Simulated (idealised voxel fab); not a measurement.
You're looking at the process module voxel ribs on slabs.
Cross-section cut: width 155 nm, square cells of 5 nm.
In this document a cross-section is written as a grid of square cells. It is given as a series of bands, listed from the top down, and a band is one or more rows of cells. Per band: top height and bottom height in nm, followed by the left-to-right materials and their widths in nm; "all across" marks a single material spanning edge to edge, "blank" marks empty space. Below 0: as-received wafer, all one material; heights counted from there. Lowest band: no bottom, goes on down, written "0 down". With a width like "30->40", each row of cells in the band differs from the next by the same amount, the top row carrying the first number and the bottom row the second. What does "remains unaltered" mean for a step? It means no cell of the cross-section changed in that step. In "Fully closed voids" the enclosed voids are listed, meaning empty spaces of 8 cells or larger without any opening to the top. The form is width x height at distance, distance from the left edge, units nm. Text after the settings on a step's line: the simulator's own remark on that step. A step's line can hold "overlay nm"; with a mask on that step, the setting says how far right of the planned place the mask lay, while a negative setting says it lay to the left.
**Planned process steps**
- 1: RECEIVE [material Si]
- 2: DIRECTIONAL_DEP [material SiO2] [thk nm 20]
- 3: DIRECTIONAL_DEP [material polySi] [thk nm 20]
- 4: PATTERN [tone cover] [mask id RIB] [material resist] [width nm 15] [thk nm 15] [overlay nm 0]
- 5: DIRECTIONAL_ETCH [etch materials polySi] [depth nm 5]
- 6: STRIP [etch materials resist]
- 7: MASKED_ETCH [tone cover] [mask id SLAB] [width nm 75] [etch materials polySi] [depth nm 15] [overlay nm 0]
- 8: FILL_DEP [material SiO2] [thk nm 30]
- 9: CMP [height nm 60]
- 10: DIRECTIONAL_DEP [material W] [thk nm 5]
- 11: DIRECTIONAL_DEP [material aC] [thk nm 15]
- 12: PATTERN [tone cover] [mask id HEATER] [material resist] [width nm 25] [thk nm 35] [overlay nm 0]
- 13: DIRECTIONAL_ETCH [etch materials aC] [depth nm 15]
- 14: STRIP [etch materials resist]
- 15: DIRECTIONAL_ETCH [etch materials W] [depth nm 5]
- 16: STRIP [etch materials aC]
- 17: CONFORMAL_DEP [material SiN] [thk nm 10]
**First wafer, two in total, run as planned**
**Shown in cross-section is the wafer as received, that is, as it stands after step 1**
    0 down = Si all across
    Fully closed voids: none
**You're looking at a cross-section of the wafer after step 2**
    20 to 0 = SiO2 all across
    Below 0, no change.
**You're looking at a cross-section of the wafer after step 3**
    40 to 20 = polySi all across
    Below 20, no change.
**You're looking at a cross-section of the wafer after step 4**
    55 to 40 = blank 70  resist 15  blank 70
    Below 40, no change.
**You're looking at a cross-section of the wafer after step 5**
    55 to 40 = blank 70  resist 15  blank 70
    40 to 35 = blank 70  polySi 15  blank 70
    Below 35, no change.
**You're looking at a cross-section of the wafer after step 6**
    40 to 35 = blank 70  polySi 15  blank 70
    Below 35, no change.
**You're looking at a cross-section of the wafer after step 7**
    40 to 35 = blank 70  polySi 15  blank 70
    35 to 20 = blank 40  polySi 75  blank 40
    Below 20, no change.
**You're looking at a cross-section of the wafer after step 8**
    70 to 40 = SiO2 all across
    40 to 35 = SiO2 70  polySi 15  SiO2 70
    35 to 20 = SiO2 40  polySi 75  SiO2 40
    Below 20, no change.
**You're looking at a cross-section of the wafer after step 9**
    60 to 40 = SiO2 all across
    Below 40, no change.
**You're looking at a cross-section of the wafer after step 10**
    65 to 60 = W all across
    Below 60, no change.
**You're looking at a cross-section of the wafer after step 11**
    80 to 65 = aC all across
    Below 65, no change.
**You're looking at a cross-section of the wafer after step 12**
    115 to 80 = blank 65  resist 25  blank 65
    Below 80, no change.
**You're looking at a cross-section of the wafer after step 13**
    100 to 80 = blank 65  resist 25  blank 65
    80 to 65 = blank 65  aC 25  blank 65
    Below 65, no change.
**You're looking at a cross-section of the wafer after step 14**
    80 to 65 = blank 65  aC 25  blank 65
    Below 65, no change.
**You're looking at a cross-section of the wafer after step 15**
    80 to 65 = blank 65  aC 25  blank 65
    65 to 60 = blank 65  W 25  blank 65
    Below 60, no change.
**You're looking at a cross-section of the wafer after step 16**
    65 to 60 = blank 65  W 25  blank 65
    Below 60, no change.
**You're looking at a cross-section of the wafer after step 17**
    75 to 70 = blank 55  SiN 45  blank 55
    70 to 65 = SiN all across
    65 to 60 = SiN 65  W 25  SiN 65
    Below 60, no change.
**It is to be noted that the second wafer proceeded from the same initial state and according to the same plan as the first, although one mistake was committed in its execution; through step 6, inclusive, the two wafers share an identical history**
**What the second wafer looks like in cross-section when step 7 should have wrapped up**
    35 to 25 = polySi 40  blank 75  polySi 40
    25 to 20 = polySi 40  blank 30  polySi 15  blank 30  polySi 40
    Below 20, no change.
**What the second wafer looks like in cross-section when step 8 should have wrapped up**
    65 to 35 = SiO2 all across
    35 to 25 = polySi 40  SiO2 75  polySi 40
    25 to 20 = polySi 40  SiO2 30  polySi 15  SiO2 30  polySi 40
    Below 20, no change.
**What the second wafer looks like in cross-section when step 9 should have wrapped up**
    60 to 35 = SiO2 all across
    Below 35, no change.
**What the second wafer looks like in cross-section when step 10 should have wrapped up**
    65 to 60 = W all across
    Below 60, no change.
**What the second wafer looks like in cross-section when step 11 should have wrapped up**
    80 to 65 = aC all across
    Below 65, no change.
**What the second wafer looks like in cross-section when step 12 should have wrapped up**
    115 to 80 = blank 65  resist 25  blank 65
    Below 80, no change.
**What the second wafer looks like in cross-section when step 13 should have wrapped up**
    100 to 80 = blank 65  resist 25  blank 65
    80 to 65 = blank 65  aC 25  blank 65
    Below 65, no change.
**What the second wafer looks like in cross-section when step 14 should have wrapped up**
    80 to 65 = blank 65  aC 25  blank 65
    Below 65, no change.
**What the second wafer looks like in cross-section when step 15 should have wrapped up**
    80 to 65 = blank 65  aC 25  blank 65
    65 to 60 = blank 65  W 25  blank 65
    Below 60, no change.
**What the second wafer looks like in cross-section when step 16 should have wrapped up**
    65 to 60 = blank 65  W 25  blank 65
    Below 60, no change.
**What the second wafer looks like in cross-section when step 17 should have wrapped up**
    75 to 70 = blank 55  SiN 45  blank 55
    70 to 65 = SiN all across
    65 to 60 = SiN 65  W 25  SiN 65
    Below 60, no change.
Want to know what went wrong? contrary to plan, step 7 was performed as MASKED_ETCH [tone open] [mask id SLAB] [width nm 75] [etch materials polySi] [depth nm 15] [overlay nm 0]
At the finish, the second wafer shows more or fewer cells for some materials than the first does: 3 fewer of SiO2; 3 more of polySi
